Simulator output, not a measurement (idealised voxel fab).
This is a process module. Its name is voxel capacitor over wiring.
This is section cut - it's 245 nm across, gridded in 5 nm square cells.
A cross-section is written here as square cells arranged in a grid, and it is given in bands from the top down, each band taking up one or more rows of cells. Band entry format. Leading values: height of top, height of bottom, nm. Remainder: materials in left-to-right order, each with its width in nm. Special words: "everywhere" on a single material, which then fills the band edge to edge; "air", empty space. Height is counted from the level 0, under which the received wafer is composed throughout of one material. The lowest of the bands is not closed at the bottom but continues downward, in the notation "0 nm and below". So if you see something like "30->40" for the width, read it as the top row of the band sitting at the first number and the bottom row at the second, with every row in between moving by the same amount as the last. The designation "no modification", where it is given for a processing step, indicates that no cell of the cross-section was altered in the course of that step. In "closed voids" the enclosed voids are listed, meaning empty spaces of 8 cells or larger without any opening to the top. The form is width x height at distance, distance from the left edge, units nm. Step line, after settings: the simulator's comment on this step. "overlay nm" on a masked step: distance the mask lay right of its planned place, negative for left.
# Process steps - plan
step 1: RECEIVE | material Si
step 2: CONFORMAL_DEP | material SiO2 | thk nm 15
step 3: DIRECTIONAL_DEP | material TiN | thk nm 5
step 4: DIRECTIONAL_DEP | material Ru | thk nm 20
step 5: PATTERN | tone cover | mask id METAL_1 | material resist | width nm 25 | pitch nm 75 | thk nm 20 | overlay nm 0
step 6: DIRECTIONAL_ETCH | etch materials Ru | depth nm 20
step 7: DIRECTIONAL_ETCH | etch materials TiN | depth nm 5
step 8: STRIP | etch materials resist
step 9: CONFORMAL_DEP | material SiCN | thk nm 5
step 10: FILL_DEP | material SiO2 | thk nm 10
step 11: CMP | height nm 40
step 12: CONFORMAL_DEP | material SiCN | thk nm 5
step 13: DIRECTIONAL_DEP | material lowk | thk nm 20
step 14: MASKED_ETCH | tone open | mask id PLUG_1 | width nm 15 | etch materials lowk | depth nm 20 | overlay nm 0
step 15: MASKED_ETCH | tone open | mask id PLUG_1 | width nm 15 | etch materials SiCN | depth nm 5 | overlay nm 0
step 16: EPI | material Ru | thk nm 10
step 17: EPI | material Ru | thk nm 10
step 18: EPI | material Ru | thk nm 5
step 19: DIRECTIONAL_DEP | material TiN | thk nm 10
step 20: DIRECTIONAL_DEP | material SiN | thk nm 5
step 21: DIRECTIONAL_DEP | material TiN | thk nm 5
step 22: MASKED_ETCH | tone cover | mask id UPPER_PLATE | width nm 55 | etch materials TiN | depth nm 5 | overlay nm 0
step 23: MASKED_ETCH | tone cover | mask id UPPER_PLATE | width nm 55 | etch materials SiN | depth nm 5 | overlay nm 0
step 24: MASKED_ETCH | tone cover | mask id LOWER_PLATE | width nm 65 | etch materials TiN | depth nm 10 | overlay nm 0
step 25: FILL_DEP | material SiO2 | thk nm 15
step 26: CMP | height nm 95
step 27: DIRECTIONAL_DEP | material aC | thk nm 10
step 28: PATTERN | tone open | mask id PLUG_2 | material resist | width nm 15 | thk nm 25 | overlay nm 0
step 29: DIRECTIONAL_ETCH | etch materials aC | depth nm 10
step 30: STRIP | etch materials resist
step 31: DIRECTIONAL_ETCH | etch materials SiO2 | depth nm 10
step 32: STRIP | etch materials aC
step 33: CONFORMAL_DEP | material TiN | thk nm 5
step 34: FILL_DEP | material Cu | thk nm 10
step 35: CMP | height nm 95
step 36: CONFORMAL_DEP | material SiN | thk nm 5
# First of two wafers, processed according to plan
# Cross-section of the wafer at receipt, which is the condition after step 1
0 nm and below  Si everywhere
closed voids: none
# You're looking at a cross-section of the wafer after step 2
15 nm to 0 nm  SiO2 everywhere
Below 0, the layers are the same as they were.
# You're looking at a cross-section of the wafer after step 3
20 nm to 15 nm  TiN everywhere
Below 15, the layers are the same as they were.
# You're looking at a cross-section of the wafer after step 4
40 nm to 20 nm  Ru everywhere
Below 20, the layers are the same as they were.
# You're looking at a cross-section of the wafer after step 5
60 nm to 40 nm  air: 70, then resist: 25, then air: 50, then resist: 25, then air: 75
Below 40, the layers are the same as they were.
# You're looking at a cross-section of the wafer after step 6
60 nm to 40 nm  air: 70, then resist: 25, then air: 50, then resist: 25, then air: 75
40 nm to 20 nm  air: 70, then Ru: 25, then air: 50, then Ru: 25, then air: 75
Below 20, the layers are the same as they were.
# You're looking at a cross-section of the wafer after step 7
60 nm to 40 nm  air: 70, then resist: 25, then air: 50, then resist: 25, then air: 75
40 nm to 20 nm  air: 70, then Ru: 25, then air: 50, then Ru: 25, then air: 75
20 nm to 15 nm  air: 70, then TiN: 25, then air: 50, then TiN: 25, then air: 75
Below 15, the layers are the same as they were.
# You're looking at a cross-section of the wafer after step 8
40 nm to 20 nm  air: 70, then Ru: 25, then air: 50, then Ru: 25, then air: 75
Below 20, the layers are the same as they were.
# You're looking at a cross-section of the wafer after step 9
45 nm to 40 nm  air: 65, then SiCN: 35, then air: 40, then SiCN: 35, then air: 70
40 nm to 20 nm  air: 65, then SiCN: 5, then Ru: 25, then SiCN: 5, then air: 40, then SiCN: 5, then Ru: 25, then SiCN: 5, then air: 70
20 nm to 15 nm  SiCN: 70, then TiN: 25, then SiCN: 50, then TiN: 25, then SiCN: 75
Below 15, the layers are the same as they were.
# You're looking at a cross-section of the wafer after step 10
55 nm to 45 nm  SiO2 everywhere
45 nm to 40 nm  SiO2: 65, then SiCN: 35, then SiO2: 40, then SiCN: 35, then SiO2: 70
40 nm to 20 nm  SiO2: 65, then SiCN: 5, then Ru: 25, then SiCN: 5, then SiO2: 40, then SiCN: 5, then Ru: 25, then SiCN: 5, then SiO2: 70
Below 20, the layers are the same as they were.
# You're looking at a cross-section of the wafer after step 11
40 nm to 20 nm  SiO2: 65, then SiCN: 5, then Ru: 25, then SiCN: 5, then SiO2: 40, then SiCN: 5, then Ru: 25, then SiCN: 5, then SiO2: 70
Below 20, the layers are the same as they were.
# You're looking at a cross-section of the wafer after step 12
45 nm to 40 nm  SiCN everywhere
Below 40, the layers are the same as they were.
# You're looking at a cross-section of the wafer after step 13
65 nm to 45 nm  lowk everywhere
Below 45, the layers are the same as they were.
# You're looking at a cross-section of the wafer after step 14
65 nm to 45 nm  lowk: 80, then air: 15, then lowk: 150
Below 45, the layers are the same as they were.
# You're looking at a cross-section of the wafer after step 15
65 nm to 45 nm  lowk: 80, then air: 15, then lowk: 150
45 nm to 40 nm  SiCN: 80, then air: 15, then SiCN: 150
Below 40, the layers are the same as they were.
# You're looking at a cross-section of the wafer after step 16
65 nm to 50 nm  lowk: 80, then air: 15, then lowk: 150
50 nm to 45 nm  lowk: 80, then Ru: 15, then lowk: 150
45 nm to 40 nm  SiCN: 80, then Ru: 15, then SiCN: 150
Below 40, the layers are the same as they were.
# You're looking at a cross-section of the wafer after step 17
65 nm to 60 nm  lowk: 80, then air: 15, then lowk: 150
60 nm to 45 nm  lowk: 80, then Ru: 15, then lowk: 150
Below 45, the layers are the same as they were.
# You're looking at a cross-section of the wafer after step 18
65 nm to 45 nm  lowk: 80, then Ru: 15, then lowk: 150
Below 45, the layers are the same as they were.
# You're looking at a cross-section of the wafer after step 19
75 nm to 65 nm  TiN everywhere
Below 65, the layers are the same as they were.
# You're looking at a cross-section of the wafer after step 20
80 nm to 75 nm  SiN everywhere
Below 75, the layers are the same as they were.
# You're looking at a cross-section of the wafer after step 21
85 nm to 80 nm  TiN everywhere
Below 80, the layers are the same as they were.
# You're looking at a cross-section of the wafer after step 22
85 nm to 80 nm  air: 80, then TiN: 55, then air: 110
Below 80, the layers are the same as they were.
# You're looking at a cross-section of the wafer after step 23
85 nm to 80 nm  air: 80, then TiN: 55, then air: 110
80 nm to 75 nm  air: 80, then SiN: 55, then air: 110
Below 75, the layers are the same as they were.
# You're looking at a cross-section of the wafer after step 24
85 nm to 80 nm  air: 80, then TiN: 55, then air: 110
80 nm to 75 nm  air: 80, then SiN: 55, then air: 110
75 nm to 65 nm  air: 75, then TiN: 65, then air: 105
Below 65, the layers are the same as they were.
# You're looking at a cross-section of the wafer after step 25
100 nm to 85 nm  SiO2 everywhere
85 nm to 80 nm  SiO2: 80, then TiN: 55, then SiO2: 110
80 nm to 75 nm  SiO2: 80, then SiN: 55, then SiO2: 110
75 nm to 65 nm  SiO2: 75, then TiN: 65, then SiO2: 105
Below 65, the layers are the same as they were.
# You're looking at a cross-section of the wafer after step 26
95 nm to 85 nm  SiO2 everywhere
Below 85, the layers are the same as they were.
# You're looking at a cross-section of the wafer after step 27
105 nm to 95 nm  aC everywhere
Below 95, the layers are the same as they were.
# You're looking at a cross-section of the wafer after step 28
130 nm to 105 nm  resist: 90, then air: 15, then resist: 140
Below 105, the layers are the same as they were.
# You're looking at a cross-section of the wafer after step 29
120 nm to 105 nm  resist: 90, then air: 15, then resist: 140
105 nm to 95 nm  aC: 90, then air: 15, then aC: 140
Below 95, the layers are the same as they were.
# You're looking at a cross-section of the wafer after step 30
105 nm to 95 nm  aC: 90, then air: 15, then aC: 140
Below 95, the layers are the same as they were.
# You're looking at a cross-section of the wafer after step 31
105 nm to 95 nm  aC: 90, then air: 15, then aC: 140
95 nm to 85 nm  SiO2: 90, then air: 15, then SiO2: 140
Below 85, the layers are the same as they were.
# You're looking at a cross-section of the wafer after step 32
95 nm to 85 nm  SiO2: 90, then air: 15, then SiO2: 140
Below 85, the layers are the same as they were.
# You're looking at a cross-section of the wafer after step 33
100 nm to 95 nm  TiN: 95, then air: 5, then TiN: 145
95 nm to 90 nm  SiO2: 90, then TiN: 5, then air: 5, then TiN: 5, then SiO2: 140
90 nm to 80 nm  SiO2: 90->80, then TiN: 15->55, then SiO2: 140->110
Below 80, the layers are the same as they were.
# You're looking at a cross-section of the wafer after step 34
110 nm to 100 nm  Cu everywhere
100 nm to 95 nm  TiN: 95, then Cu: 5, then TiN: 145
95 nm to 90 nm  SiO2: 90, then TiN: 5, then Cu: 5, then TiN: 5, then SiO2: 140
Below 90, the layers are the same as they were.
# You're looking at a cross-section of the wafer after step 35
95 nm to 90 nm  SiO2: 90, then TiN: 5, then Cu: 5, then TiN: 5, then SiO2: 140
Below 90, the layers are the same as they were.
# You're looking at a cross-section of the wafer after step 36
100 nm to 95 nm  SiN everywhere
Below 95, the layers are the same as they were.
# Second wafer - shared start and plan with the first - one error in running - same as the first up to step 17 inclusive
# Second wafer, section view, time point: scheduled end of step 18
75 nm to 70 nm  TiN: 80, then air: 15, then TiN: 150
70 nm to 65 nm  TiN everywhere
65 nm to 60 nm  lowk: 80, then TiN: 15, then lowk: 150
Below 60, the layers are the same as they were.
# Second wafer, section view, time point: scheduled end of step 19
80 nm to 75 nm  Ru: 85, then air: 5, then Ru: 155
75 nm to 70 nm  TiN: 80, then Ru: 15, then TiN: 150
Below 70, the layers are the same as they were.
# Second wafer, section view, time point: scheduled end of step 20
85 nm to 80 nm  SiN: 85, then air: 5, then SiN: 155
80 nm to 75 nm  Ru: 85, then SiN: 5, then Ru: 155
Below 75, the layers are the same as they were.
# Second wafer, section view, time point: scheduled end of step 21
90 nm to 85 nm  TiN: 85, then air: 5, then TiN: 155
85 nm to 80 nm  SiN: 85, then TiN: 5, then SiN: 155
Below 80, the layers are the same as they were.
# Second wafer, section view, time point: scheduled end of step 22
90 nm to 85 nm  air: 80, then TiN: 5, then air: 5, then TiN: 45, then air: 110
Below 85, the layers are the same as they were.
# Second wafer, section view, time point: scheduled end of step 23
90 nm to 85 nm  air: 80, then TiN: 5, then air: 5, then TiN: 45, then air: 110
85 nm to 80 nm  air: 80, then SiN: 5, then TiN: 5, then SiN: 45, then air: 110
Below 80, the layers are the same as they were.
Second wafer, section view, time point: scheduled end of step 24: no modification
# Second wafer, section view, time point: scheduled end of step 25
105 nm to 90 nm  SiO2 everywhere
90 nm to 85 nm  SiO2: 80, then TiN: 5, then SiO2: 5, then TiN: 45, then SiO2: 110
85 nm to 80 nm  SiO2: 80, then SiN: 5, then TiN: 5, then SiN: 45, then SiO2: 110
Below 80, the layers are the same as they were.
# Second wafer, section view, time point: scheduled end of step 26
95 nm to 90 nm  SiO2 everywhere
Below 90, the layers are the same as they were.
# Second wafer, section view, time point: scheduled end of step 27
105 nm to 95 nm  aC everywhere
Below 95, the layers are the same as they were.
# Second wafer, section view, time point: scheduled end of step 28
130 nm to 105 nm  resist: 90, then air: 15, then resist: 140
Below 105, the layers are the same as they were.
# Second wafer, section view, time point: scheduled end of step 29
120 nm to 105 nm  resist: 90, then air: 15, then resist: 140
105 nm to 95 nm  aC: 90, then air: 15, then aC: 140
Below 95, the layers are the same as they were.
# Second wafer, section view, time point: scheduled end of step 30
105 nm to 95 nm  aC: 90, then air: 15, then aC: 140
Below 95, the layers are the same as they were.
# Second wafer, section view, time point: scheduled end of step 31
105 nm to 95 nm  aC: 90, then air: 15, then aC: 140
95 nm to 90 nm  SiO2: 90, then air: 15, then SiO2: 140
Below 90, the layers are the same as they were.
# Second wafer, section view, time point: scheduled end of step 32
95 nm to 90 nm  SiO2: 90, then air: 15, then SiO2: 140
Below 90, the layers are the same as they were.
# Second wafer, section view, time point: scheduled end of step 33
100 nm to 95 nm  TiN: 95, then air: 5, then TiN: 145
95 nm to 90 nm  SiO2: 90, then TiN: 15, then SiO2: 140
Below 90, the layers are the same as they were.
# Second wafer, section view, time point: scheduled end of step 34
110 nm to 100 nm  Cu everywhere
100 nm to 95 nm  TiN: 95, then Cu: 5, then TiN: 145
Below 95, the layers are the same as they were.
# Second wafer, section view, time point: scheduled end of step 35
95 nm to 90 nm  SiO2: 90, then TiN: 15, then SiO2: 140
Below 90, the layers are the same as they were.
# Second wafer, section view, time point: scheduled end of step 36
100 nm to 95 nm  SiN everywhere
Below 95, the layers are the same as they were.
Run error: a sequencing error occurred in which plan steps 18 and 19 were transposed
Final wafer comparison in cells, second versus first, more or fewer per material: 1 fewer of Cu | 48 more of Ru | 117 fewer of SiO2 | 70 more of TiN
